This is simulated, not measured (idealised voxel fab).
process module | voxel spacer lines
cross-section cut | 280 nm wide | cells 5 nm
A cross-section is a grid of square cells, given in bands from the top down. A band is one or more rows of cells.
Each band's line starts with the height of the band's top and of its bottom, in nm. Then come its materials from left to right, each with its width in nm. One material with "throughout" fills the band from edge to edge. "air" is empty space.
Height 0 is the level under which the wafer as received is all one material. The lowest band goes on downwards, as in "0 down".
A width such as "30 to 40" changes by the same amount from each row of cells to the next, from the band's top row to its bottom row.
"no change" after a step means that no cell of the cross-section changed.
closed voids: empty space of 8 cells or more with no open way to the top, each as width x height at its distance from the left edge, in nm
after a step's settings: what the simulator itself notes on the step
overlay nm, on a step with a mask: how far to the right of its planned place the mask lay; to the left if negative
plan
1 op RECEIVE | material Si
2 op CONFORMAL_DEP | material Al2O3 | thk nm 10
3 op DIRECTIONAL_DEP | material polySi | thk nm 15
4 op DIRECTIONAL_DEP | material aC | thk nm 20
5 op PATTERN | tone cover | mask id MANDREL | material resist | width nm 20 | pitch nm 60 | thk nm 30 | overlay nm 0
6 op DIRECTIONAL_ETCH | etch materials aC | depth nm 20
7 op STRIP | etch materials resist
8 op CONFORMAL_DEP | material SiO2 | thk nm 10
9 op DIRECTIONAL_ETCH | etch materials SiO2 | depth nm 10
10 op STRIP | etch materials aC
11 op DIRECTIONAL_ETCH | etch materials polySi | depth nm 15
12 op STRIP | etch materials SiO2
as received, after step 1
  0 down: Si throughout
  closed voids: none
first wafer at the end, as planned
  25 to 10: air 90 | polySi 10 | air 20 | polySi 10 | air 20 | polySi 10 | air 20 | polySi 10 | air 90
  10 to 0: Al2O3 throughout
  0 down: Si throughout
  closed voids: none
second wafer at the end: like start, like plan, one mistake
  40 to 25: air 90 | polySi 10 | air 20 | polySi 10 | air 20 | polySi 10 | air 20 | polySi 10 | air 90
  25 to 10: polySi throughout
  10 to 0: Al2O3 throughout
  0 down: Si throughout
  closed voids: none
what went wrong: step 3 was run twice
at the end the second wafer has, in cells: 168 more of polySi
